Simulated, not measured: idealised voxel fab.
process module | voxel wiring stack
FYI the section here is cut, 270 nm wide, cells are 5 nm squares.
Cross-section layout: square cells on a grid; listed as bands, top to bottom; a band spans one or more cell rows. Per band: top height and bottom height in nm, followed by the left-to-right materials and their widths in nm; "throughout" marks a single material spanning edge to edge, "blank" marks empty space. Convention: height 0 is the level below which the wafer, as received, is all one material. The lowest band does not terminate at the bottom but continues downward, represented as "z 0 and below". Top row gets the first number, bottom row gets the second, and each row in between changes by the same step: that is how a band width like "30->40" works. Step marked "same as before"? Then no cell in the cross-section changed in it. Basically, "Tabulated closed voids" tells you about the enclosed voids: empty spaces with no open way to the top, 8 cells or bigger, each written width x height at distance, where distance is from the left edge, all in nm. If you see something after the settings on a step's line, that's the simulator's own remark about that step. What "overlay nm" on a step's line means: if the step has a mask, that mask lay this far to the right of its planned place, or, when the value is negative, to the left.

### The following list gives the planned process steps
1. RECEIVE, material Si
2. CONFORMAL_DEP, material SiO2, thk nm 10
3. DIRECTIONAL_DEP, material TiN, thk nm 5
4. DIRECTIONAL_DEP, material W, thk nm 20
5. MASKED_ETCH, tone cover, mask id METAL_1, width nm 25, pitch nm 55, etch materials W, depth nm 20, overlay nm 0
6. MASKED_ETCH, tone cover, mask id METAL_1, width nm 25, pitch nm 55, etch materials TiN, depth nm 5, overlay nm 0
7. CONFORMAL_DEP, material SiCN, thk nm 5
8. FILL_DEP, material SiO2, thk nm 5
9. CMP, height nm 35
10. CONFORMAL_DEP, material SiCN, thk nm 5
11. DIRECTIONAL_DEP, material lowk, thk nm 15
12. DIRECTIONAL_DEP, material aC, thk nm 15
13. PATTERN, tone open, mask id PLUG_1, material resist, width nm 15, pitch nm 55, thk nm 30, overlay nm 0
14. DIRECTIONAL_ETCH, etch materials aC, depth nm 15
15. STRIP, etch materials resist
16. DIRECTIONAL_ETCH, etch materials lowk, depth nm 15
17. DIRECTIONAL_ETCH, etch materials SiCN, depth nm 5
18. STRIP, etch materials aC
19. CONFORMAL_DEP, material TiN, thk nm 5
20. FILL_DEP, material Cu, thk nm 10
21. CMP, height nm 55
22. DIRECTIONAL_DEP, material TiN, thk nm 5
23. DIRECTIONAL_DEP, material Ru, thk nm 20
24. DIRECTIONAL_DEP, material aC, thk nm 15
25. PATTERN, tone cover, mask id METAL_2, material resist, width nm 25, pitch nm 55, thk nm 35, overlay nm 0
26. DIRECTIONAL_ETCH, etch materials aC, depth nm 15
27. STRIP, etch materials resist
28. DIRECTIONAL_ETCH, etch materials Ru, depth nm 20
29. DIRECTIONAL_ETCH, etch materials TiN, depth nm 5
30. STRIP, etch materials aC
31. FILL_DEP, material SiO2, thk nm 5
32. CMP, height nm 80
33. CONFORMAL_DEP, material SiCN, thk nm 5
34. DIRECTIONAL_DEP, material lowk, thk nm 30
35. PATTERN, tone open, mask id METAL_3, material resist, width nm 25, pitch nm 55, thk nm 20, overlay nm 0
36. DIRECTIONAL_ETCH, etch materials lowk, depth nm 15
37. STRIP, etch materials resist
38. DIRECTIONAL_DEP, material aC, thk nm 15
39. PATTERN, tone open, mask id METAL_3_HOLES, material resist, width nm 15, thk nm 35, overlay nm 0
40. DIRECTIONAL_ETCH, etch materials aC, depth nm 15
41. STRIP, etch materials resist
42. DIRECTIONAL_ETCH, etch materials lowk, depth nm 15
43. DIRECTIONAL_ETCH, etch materials SiCN, depth nm 5
44. STRIP, etch materials aC
45. CONFORMAL_DEP, material TiN, thk nm 5
46. FILL_DEP, material Cu, thk nm 10
47. CMP, height nm 115
48. CONFORMAL_DEP, material SiN, thk nm 5

### First of the two wafers, run per plan

### Cross-section of the incoming wafer, state after step 1
    z 0 and below | Si throughout
    Tabulated closed voids: none

### Cross-sectional representation of the wafer at the conclusion of step 2
    z 10 to 0 | SiO2 throughout
    All layers under 0 are left as they were.

### Cross-sectional representation of the wafer at the conclusion of step 3
    z 15 to 10 | TiN throughout
    All layers under 10 are left as they were.

### Cross-sectional representation of the wafer at the conclusion of step 4
    z 35 to 15 | W throughout
    All layers under 15 are left as they were.

### Cross-sectional representation of the wafer at the conclusion of step 5
    z 35 to 15 | blank (95); W (25); blank (30); W (25); blank (95)
    All layers under 15 are left as they were.

### Cross-sectional representation of the wafer at the conclusion of step 6
    z 35 to 15 | blank (95); W (25); blank (30); W (25); blank (95)
    z 15 to 10 | blank (95); TiN (25); blank (30); TiN (25); blank (95)
    All layers under 10 are left as they were.

### Cross-sectional representation of the wafer at the conclusion of step 7
    z 40 to 35 | blank (90); SiCN (35); blank (20); SiCN (35); blank (90)
    z 35 to 15 | blank (90); SiCN (5); W (25); SiCN (5); blank (20); SiCN (5); W (25); SiCN (5); blank (90)
    z 15 to 10 | SiCN (95); TiN (25); SiCN (30); TiN (25); SiCN (95)
    All layers under 10 are left as they were.

### Cross-sectional representation of the wafer at the conclusion of step 8
    z 45 to 40 | SiO2 throughout
    z 40 to 35 | SiO2 (90); SiCN (35); SiO2 (20); SiCN (35); SiO2 (90)
    z 35 to 15 | SiO2 (90); SiCN (5); W (25); SiCN (5); SiO2 (20); SiCN (5); W (25); SiCN (5); SiO2 (90)
    All layers under 15 are left as they were.

### Cross-sectional representation of the wafer at the conclusion of step 9
    z 35 to 15 | SiO2 (90); SiCN (5); W (25); SiCN (5); SiO2 (20); SiCN (5); W (25); SiCN (5); SiO2 (90)
    All layers under 15 are left as they were.

### Cross-sectional representation of the wafer at the conclusion of step 10
    z 40 to 35 | SiCN throughout
    All layers under 35 are left as they were.

### Cross-sectional representation of the wafer at the conclusion of step 11
    z 55 to 40 | lowk throughout
    All layers under 40 are left as they were.

### Cross-sectional representation of the wafer at the conclusion of step 12
    z 70 to 55 | aC throughout
    All layers under 55 are left as they were.

### Cross-sectional representation of the wafer at the conclusion of step 13
    z 100 to 70 | resist (95); blank (15); resist (40); blank (15); resist (105)
    All layers under 70 are left as they were.

### Cross-sectional representation of the wafer at the conclusion of step 14
    z 85 to 70 | resist (95); blank (15); resist (40); blank (15); resist (105)
    z 70 to 55 | aC (95); blank (15); aC (40); blank (15); aC (105)
    All layers under 55 are left as they were.

### Cross-sectional representation of the wafer at the conclusion of step 15
    z 70 to 55 | aC (95); blank (15); aC (40); blank (15); aC (105)
    All layers under 55 are left as they were.

### Cross-sectional representation of the wafer at the conclusion of step 16
    z 70 to 55 | aC (95); blank (15); aC (40); blank (15); aC (105)
    z 55 to 40 | lowk (95); blank (15); lowk (40); blank (15); lowk (105)
    All layers under 40 are left as they were.

### Cross-sectional representation of the wafer at the conclusion of step 17
    z 70 to 55 | aC (95); blank (15); aC (40); blank (15); aC (105)
    z 55 to 40 | lowk (95); blank (15); lowk (40); blank (15); lowk (105)
    z 40 to 35 | SiCN (95); blank (15); SiCN (40); blank (15); SiCN (105)
    All layers under 35 are left as they were.

### Cross-sectional representation of the wafer at the conclusion of step 18
    z 55 to 40 | lowk (95); blank (15); lowk (40); blank (15); lowk (105)
    All layers under 40 are left as they were.

### Cross-sectional representation of the wafer at the conclusion of step 19
    z 60 to 55 | TiN (100); blank (5); TiN (50); blank (5); TiN (110)
    z 55 to 40 | lowk (95); TiN (5); blank (5); TiN (5); lowk (40); TiN (5); blank (5); TiN (5); lowk (105)
    z 40 to 35 | SiCN (95); TiN (15); SiCN (40); TiN (15); SiCN (105)
    All layers under 35 are left as they were.

### Cross-sectional representation of the wafer at the conclusion of step 20
    z 70 to 60 | Cu throughout
    z 60 to 55 | TiN (100); Cu (5); TiN (50); Cu (5); TiN (110)
    z 55 to 40 | lowk (95); TiN (5); Cu (5); TiN (5); lowk (40); TiN (5); Cu (5); TiN (5); lowk (105)
    All layers under 40 are left as they were.

### Cross-sectional representation of the wafer at the conclusion of step 21
    z 55 to 40 | lowk (95); TiN (5); Cu (5); TiN (5); lowk (40); TiN (5); Cu (5); TiN (5); lowk (105)
    All layers under 40 are left as they were.

### Cross-sectional representation of the wafer at the conclusion of step 22
    z 60 to 55 | TiN throughout
    All layers under 55 are left as they were.

### Cross-sectional representation of the wafer at the conclusion of step 23
    z 80 to 60 | Ru throughout
    All layers under 60 are left as they were.

### Cross-sectional representation of the wafer at the conclusion of step 24
    z 95 to 80 | aC throughout
    All layers under 80 are left as they were.

### Cross-sectional representation of the wafer at the conclusion of step 25
    z 130 to 95 | blank (95); resist (25); blank (30); resist (25); blank (95)
    All layers under 95 are left as they were.

### Cross-sectional representation of the wafer at the conclusion of step 26
    z 115 to 95 | blank (95); resist (25); blank (30); resist (25); blank (95)
    z 95 to 80 | blank (95); aC (25); blank (30); aC (25); blank (95)
    All layers under 80 are left as they were.

### Cross-sectional representation of the wafer at the conclusion of step 27
    z 95 to 80 | blank (95); aC (25); blank (30); aC (25); blank (95)
    All layers under 80 are left as they were.

### Cross-sectional representation of the wafer at the conclusion of step 28
    z 95 to 80 | blank (95); aC (25); blank (30); aC (25); blank (95)
    z 80 to 60 | blank (95); Ru (25); blank (30); Ru (25); blank (95)
    All layers under 60 are left as they were.

### Cross-sectional representation of the wafer at the conclusion of step 29
    z 95 to 80 | blank (95); aC (25); blank (30); aC (25); blank (95)
    z 80 to 60 | blank (95); Ru (25); blank (30); Ru (25); blank (95)
    z 60 to 55 | blank (95); TiN (25); blank (30); TiN (25); blank (95)
    All layers under 55 are left as they were.

### Cross-sectional representation of the wafer at the conclusion of step 30
    z 80 to 60 | blank (95); Ru (25); blank (30); Ru (25); blank (95)
    All layers under 60 are left as they were.

### Cross-sectional representation of the wafer at the conclusion of step 31
    z 85 to 80 | SiO2 throughout
    z 80 to 60 | SiO2 (95); Ru (25); SiO2 (30); Ru (25); SiO2 (95)
    z 60 to 55 | SiO2 (95); TiN (25); SiO2 (30); TiN (25); SiO2 (95)
    All layers under 55 are left as they were.

### Cross-sectional representation of the wafer at the conclusion of step 32
    z 80 to 60 | SiO2 (95); Ru (25); SiO2 (30); Ru (25); SiO2 (95)
    All layers under 60 are left as they were.

### Cross-sectional representation of the wafer at the conclusion of step 33
    z 85 to 80 | SiCN throughout
    All layers under 80 are left as they were.

### Cross-sectional representation of the wafer at the conclusion of step 34
    z 115 to 85 | lowk throughout
    All layers under 85 are left as they were.

### Cross-sectional representation of the wafer at the conclusion of step 35
    z 135 to 115 | resist (95); blank (25); resist (30); blank (25); resist (95)
    All layers under 115 are left as they were.

### Cross-sectional representation of the wafer at the conclusion of step 36
    z 135 to 115 | resist (95); blank (25); resist (30); blank (25); resist (95)
    z 115 to 100 | lowk (95); blank (25); lowk (30); blank (25); lowk (95)
    All layers under 100 are left as they were.

### Cross-sectional representation of the wafer at the conclusion of step 37
    z 115 to 100 | lowk (95); blank (25); lowk (30); blank (25); lowk (95)
    All layers under 100 are left as they were.

### Cross-sectional representation of the wafer at the conclusion of step 38
    z 130 to 115 | aC (95); blank (25); aC (30); blank (25); aC (95)
    z 115 to 100 | lowk (95); aC (25); lowk (30); aC (25); lowk (95)
    All layers under 100 are left as they were.

### Cross-sectional representation of the wafer at the conclusion of step 39
    z 165 to 130 | resist (95); blank (15); resist (160)
    z 130 to 115 | aC (95); blank (15); resist (10); aC (30); resist (25); aC (95)
    All layers under 115 are left as they were.

### Cross-sectional representation of the wafer at the conclusion of step 40
    z 150 to 130 | resist (95); blank (15); resist (160)
    z 130 to 115 | aC (95); blank (15); resist (10); aC (30); resist (25); aC (95)
    z 115 to 100 | lowk (95); blank (15); aC (10); lowk (30); aC (25); lowk (95)
    All layers under 100 are left as they were.

### Cross-sectional representation of the wafer at the conclusion of step 41
    z 130 to 115 | aC (95); blank (25); aC (30); blank (25); aC (95)
    All layers under 115 are left as they were.

### Cross-sectional representation of the wafer at the conclusion of step 42
    z 130 to 115 | aC (95); blank (25); aC (30); blank (25); aC (95)
    z 115 to 100 | lowk (95); blank (15); aC (10); lowk (30); aC (25); lowk (95)
    z 100 to 85 | lowk (95); blank (15); lowk (160)
    All layers under 85 are left as they were.

### Cross-sectional representation of the wafer at the conclusion of step 43
    z 130 to 115 | aC (95); blank (25); aC (30); blank (25); aC (95)
    z 115 to 100 | lowk (95); blank (15); aC (10); lowk (30); aC (25); lowk (95)
    z 100 to 85 | lowk (95); blank (15); lowk (160)
    z 85 to 80 | SiCN (95); blank (15); SiCN (160)
    All layers under 80 are left as they were.

### Cross-sectional representation of the wafer at the conclusion of step 44
    z 115 to 100 | lowk (95); blank (25); lowk (30); blank (25); lowk (95)
    All layers under 100 are left as they were.

### Cross-sectional representation of the wafer at the conclusion of step 45
    z 120 to 115 | TiN (100); blank (15); TiN (40); blank (15); TiN (100)
    z 115 to 105 | lowk (95); TiN (5); blank (15); TiN (5); lowk (30); TiN (5); blank (15); TiN (5); lowk (95)
    z 105 to 100 | lowk (95); TiN (5); blank (5); TiN (15); lowk (30); TiN (25); lowk (95)
    z 100 to 85 | lowk (95); TiN (5); blank (5); TiN (5); lowk (160)
    z 85 to 80 | SiCN (95); TiN (15); SiCN (160)
    All layers under 80 are left as they were.

### Cross-sectional representation of the wafer at the conclusion of step 46
    z 130 to 120 | Cu throughout
    z 120 to 115 | TiN (100); Cu (15); TiN (40); Cu (15); TiN (100)
    z 115 to 105 | lowk (95); TiN (5); Cu (15); TiN (5); lowk (30); TiN (5); Cu (15); TiN (5); lowk (95)
    z 105 to 100 | lowk (95); TiN (5); Cu (5); TiN (15); lowk (30); TiN (25); lowk (95)
    z 100 to 85 | lowk (95); TiN (5); Cu (5); TiN (5); lowk (160)
    All layers under 85 are left as they were.

### Cross-sectional representation of the wafer at the conclusion of step 47
    z 115 to 105 | lowk (95); TiN (5); Cu (15); TiN (5); lowk (30); TiN (5); Cu (15); TiN (5); lowk (95)
    All layers under 105 are left as they were.

### Cross-sectional representation of the wafer at the conclusion of step 48
    z 120 to 115 | SiN throughout
    All layers under 115 are left as they were.

### The second wafer: identical to the first at the outset and in its planned sequence, differing only in that one mistake was made during processing; up to and including step 38, its path is the first wafer's path

### At the planned end of step 39, the second wafer in cross-section
    z 165 to 130 | resist (90); blank (25); resist (155)
    z 130 to 115 | aC (95); blank (20); resist (5); aC (30); resist (25); aC (95)
    All layers under 115 are left as they were.

### At the planned end of step 40, the second wafer in cross-section
    z 150 to 130 | resist (90); blank (25); resist (155)
    z 130 to 115 | aC (90); blank (25); resist (5); aC (30); resist (25); aC (95)
    z 115 to 100 | lowk (95); blank (20); aC (5); lowk (30); aC (25); lowk (95)
    All layers under 100 are left as they were.

### At the planned end of step 41, the second wafer in cross-section
    z 130 to 115 | aC (90); blank (30); aC (30); blank (25); aC (95)
    All layers under 115 are left as they were.

### At the planned end of step 42, the second wafer in cross-section
    z 130 to 115 | aC (90); blank (30); aC (30); blank (25); aC (95)
    z 115 to 100 | lowk (90); blank (25); aC (5); lowk (30); aC (25); lowk (95)
    z 100 to 85 | lowk (95); blank (20); lowk (155)
    All layers under 85 are left as they were.

### At the planned end of step 43, the second wafer in cross-section
    z 130 to 115 | aC (90); blank (30); aC (30); blank (25); aC (95)
    z 115 to 100 | lowk (90); blank (25); aC (5); lowk (30); aC (25); lowk (95)
    z 100 to 85 | lowk (95); blank (20); lowk (155)
    z 85 to 80 | SiCN (95); blank (20); SiCN (155)
    All layers under 80 are left as they were.

### At the planned end of step 44, the second wafer in cross-section
    z 115 to 100 | lowk (90); blank (30); lowk (30); blank (25); lowk (95)
    All layers under 100 are left as they were.

### At the planned end of step 45, the second wafer in cross-section
    z 120 to 115 | TiN (95); blank (20); TiN (40); blank (15); TiN (100)
    z 115 to 105 | lowk (90); TiN (5); blank (20); TiN (5); lowk (30); TiN (5); blank (15); TiN (5); lowk (95)
    z 105 to 100 | lowk (90); TiN (10); blank (10); TiN (10); lowk (30); TiN (25); lowk (95)
    z 100 to 85 | lowk (95); TiN (5); blank (10); TiN (5); lowk (155)
    z 85 to 80 | SiCN (95); TiN (20); SiCN (155)
    All layers under 80 are left as they were.

### At the planned end of step 46, the second wafer in cross-section
    z 130 to 120 | Cu throughout
    z 120 to 115 | TiN (95); Cu (20); TiN (40); Cu (15); TiN (100)
    z 115 to 105 | lowk (90); TiN (5); Cu (20); TiN (5); lowk (30); TiN (5); Cu (15); TiN (5); lowk (95)
    z 105 to 100 | lowk (90); TiN (10); Cu (10); TiN (10); lowk (30); TiN (25); lowk (95)
    z 100 to 85 | lowk (95); TiN (5); Cu (10); TiN (5); lowk (155)
    All layers under 85 are left as they were.

### At the planned end of step 47, the second wafer in cross-section
    z 115 to 105 | lowk (90); TiN (5); Cu (20); TiN (5); lowk (30); TiN (5); Cu (15); TiN (5); lowk (95)
    All layers under 105 are left as they were.

### At the planned end of step 48, the second wafer in cross-section
    z 120 to 115 | SiN throughout
    All layers under 115 are left as they were.
Plan not followed: in deviation from the planned setting, step 39 was conducted as PATTERN, tone open, mask id METAL_3_HOLES, material resist, width nm 25, thk nm 35, overlay nm 0
The final cell counts differ between the wafers, with the second having more or fewer of some materials than the first: +6 Cu | -1 SiCN | +1 TiN | -6 lowk
